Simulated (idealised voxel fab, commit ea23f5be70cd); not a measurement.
The following process module bears the name voxel ribs on slabs.
Shown is cross-section cut, with a width of 270 nm and square cells of size 5 nm.
Think of the cross-section as a grid of square cells. We describe it in bands, top to bottom, and each band covers one or more rows of those cells.
It is stipulated that each band's entry specify, in nanometres, the height of the top of the band and then that of its bottom, followed by the materials of the band in left-to-right sequence, each together with its width in nanometres. A single material marked by the word "edge to edge" is understood to fill the band from edge to edge; the word "air" is understood to denote empty space.
Heights from 0 (as-received wafer is one material below). Bottom band endless downward, as "0 and below".
The two numbers in a width such as "30..40" mark its ends across the band: the first belongs to the top row of cells, the second to the bottom row, and from each row to the next the width moves by the same amount.
You'll sometimes find "no modifications" written for a step, and that's the way of saying that nowhere in the cross-section did a cell change during that step.
What "Non-vented voids" gives you is every empty space of 8 cells or more that is cut off from the top. Each appears as width x height at distance, with the distance taken from the left edge and width, height and distance all in nm.
Formally, on a step line, whatever follows the settings is a remark that the simulator itself makes on the step.
overlay nm, on a step with a mask: how far to the right of its planned place the mask lay; to the left if negative

These are the steps we planned for the process
| 1 | RECEIVE (material Si) |
| 2 | DIRECTIONAL_DEP (material SiO2; thk nm 25) |
| 3 | DIRECTIONAL_DEP (material polySi; thk nm 15) |
| 4 | DIRECTIONAL_DEP (material aC; thk nm 15) |
| 5 | PATTERN (tone cover; mask id RIB; material resist; width nm 20; thk nm 30; overlay nm 0) |
| 6 | DIRECTIONAL_ETCH (etch materials aC; depth nm 15) |
| 7 | STRIP (etch materials resist) |
| 8 | DIRECTIONAL_ETCH (etch materials polySi; depth nm 10) |
| 9 | STRIP (etch materials aC) |
| 10 | MASKED_ETCH (tone cover; mask id SLAB; width nm 50; etch materials polySi; depth nm 5; overlay nm 0) |
| 11 | FILL_DEP (material SiO2; thk nm 25) |
| 12 | CMP (height nm 55) |
| 13 | DIRECTIONAL_DEP (material W; thk nm 5) |
| 14 | DIRECTIONAL_DEP (material aC; thk nm 10) |
| 15 | PATTERN (tone cover; mask id HEATER; material resist; width nm 30; thk nm 25; overlay nm 0) |
| 16 | DIRECTIONAL_ETCH (etch materials aC; depth nm 10) |
| 17 | STRIP (etch materials resist) |
| 18 | DIRECTIONAL_ETCH (etch materials W; depth nm 5) |
| 19 | STRIP (etch materials aC) |
| 20 | CONFORMAL_DEP (material SiN; thk nm 10) |

Of two wafers, the first: run according to plan

Received-state cross-section, reflecting completion of step 1
  0 and below  Si edge to edge
  Non-vented voids: none

The following cross-section depicts the wafer upon completion of step 2
  25 down to 0  SiO2 edge to edge
  Everything under 0 stays put, no change at all.

The following cross-section depicts the wafer upon completion of step 3
  40 down to 25  polySi edge to edge
  Everything under 25 stays put, no change at all.

The following cross-section depicts the wafer upon completion of step 4
  55 down to 40  aC edge to edge
  Everything under 40 stays put, no change at all.

The following cross-section depicts the wafer upon completion of step 5
  85 down to 55  125 air, then 20 resist, then 125 air
  Everything under 55 stays put, no change at all.

The following cross-section depicts the wafer upon completion of step 6
  70 down to 55  125 air, then 20 resist, then 125 air
  55 down to 40  125 air, then 20 aC, then 125 air
  Everything under 40 stays put, no change at all.

The following cross-section depicts the wafer upon completion of step 7
  55 down to 40  125 air, then 20 aC, then 125 air
  Everything under 40 stays put, no change at all.

The following cross-section depicts the wafer upon completion of step 8
  55 down to 40  125 air, then 20 aC, then 125 air
  40 down to 30  125 air, then 20 polySi, then 125 air
  Everything under 30 stays put, no change at all.

The following cross-section depicts the wafer upon completion of step 9
  40 down to 30  125 air, then 20 polySi, then 125 air
  Everything under 30 stays put, no change at all.

The following cross-section depicts the wafer upon completion of step 10
  40 down to 30  125 air, then 20 polySi, then 125 air
  30 down to 25  110 air, then 50 polySi, then 110 air
  Everything under 25 stays put, no change at all.

The following cross-section depicts the wafer upon completion of step 11
  65 down to 40  SiO2 edge to edge
  40 down to 30  125 SiO2, then 20 polySi, then 125 SiO2
  30 down to 25  110 SiO2, then 50 polySi, then 110 SiO2
  Everything under 25 stays put, no change at all.

The following cross-section depicts the wafer upon completion of step 12
  55 down to 40  SiO2 edge to edge
  Everything under 40 stays put, no change at all.

The following cross-section depicts the wafer upon completion of step 13
  60 down to 55  W edge to edge
  Everything under 55 stays put, no change at all.

The following cross-section depicts the wafer upon completion of step 14
  70 down to 60  aC edge to edge
  Everything under 60 stays put, no change at all.

The following cross-section depicts the wafer upon completion of step 15
  95 down to 70  120 air, then 30 resist, then 120 air
  Everything under 70 stays put, no change at all.

The following cross-section depicts the wafer upon completion of step 16
  85 down to 70  120 air, then 30 resist, then 120 air
  70 down to 60  120 air, then 30 aC, then 120 air
  Everything under 60 stays put, no change at all.

The following cross-section depicts the wafer upon completion of step 17
  70 down to 60  120 air, then 30 aC, then 120 air
  Everything under 60 stays put, no change at all.

The following cross-section depicts the wafer upon completion of step 18
  70 down to 60  120 air, then 30 aC, then 120 air
  60 down to 55  120 air, then 30 W, then 120 air
  Everything under 55 stays put, no change at all.

The following cross-section depicts the wafer upon completion of step 19
  60 down to 55  120 air, then 30 W, then 120 air
  Everything under 55 stays put, no change at all.

The following cross-section depicts the wafer upon completion of step 20
  70 down to 65  110 air, then 50 SiN, then 110 air
  65 down to 60  SiN edge to edge
  60 down to 55  120 SiN, then 30 W, then 120 SiN
  Everything under 55 stays put, no change at all.

The second wafer was prepared from the same starting point and under the same plan as the first; its processing contained one mistake, and it remains indistinguishable from the first wafer up to and including step 14

Planned end of step 15: second wafer, cross-section
  95 down to 70  115 air, then 40 resist, then 115 air
  Everything under 70 stays put, no change at all.

Planned end of step 16: second wafer, cross-section
  85 down to 70  115 air, then 40 resist, then 115 air
  70 down to 60  115 air, then 40 aC, then 115 air
  Everything under 60 stays put, no change at all.

Planned end of step 17: second wafer, cross-section
  70 down to 60  115 air, then 40 aC, then 115 air
  Everything under 60 stays put, no change at all.

Planned end of step 18: second wafer, cross-section
  70 down to 60  115 air, then 40 aC, then 115 air
  60 down to 55  115 air, then 40 W, then 115 air
  Everything under 55 stays put, no change at all.

Planned end of step 19: second wafer, cross-section
  60 down to 55  115 air, then 40 W, then 115 air
  Everything under 55 stays put, no change at all.

Planned end of step 20: second wafer, cross-section
  70 down to 65  105 air, then 60 SiN, then 105 air
  65 down to 60  SiN edge to edge
  60 down to 55  115 SiN, then 40 W, then 115 SiN
  Everything under 55 stays put, no change at all.
Where did the run depart from the plan? heads up, step 15 didn't go per plan, it actually ran as PATTERN (tone cover; mask id HEATER; material resist; width nm 40; thk nm 25; overlay nm 0)
Wrapping up, a cell-based count of both wafers puts the second over or under the first for these materials: W +2
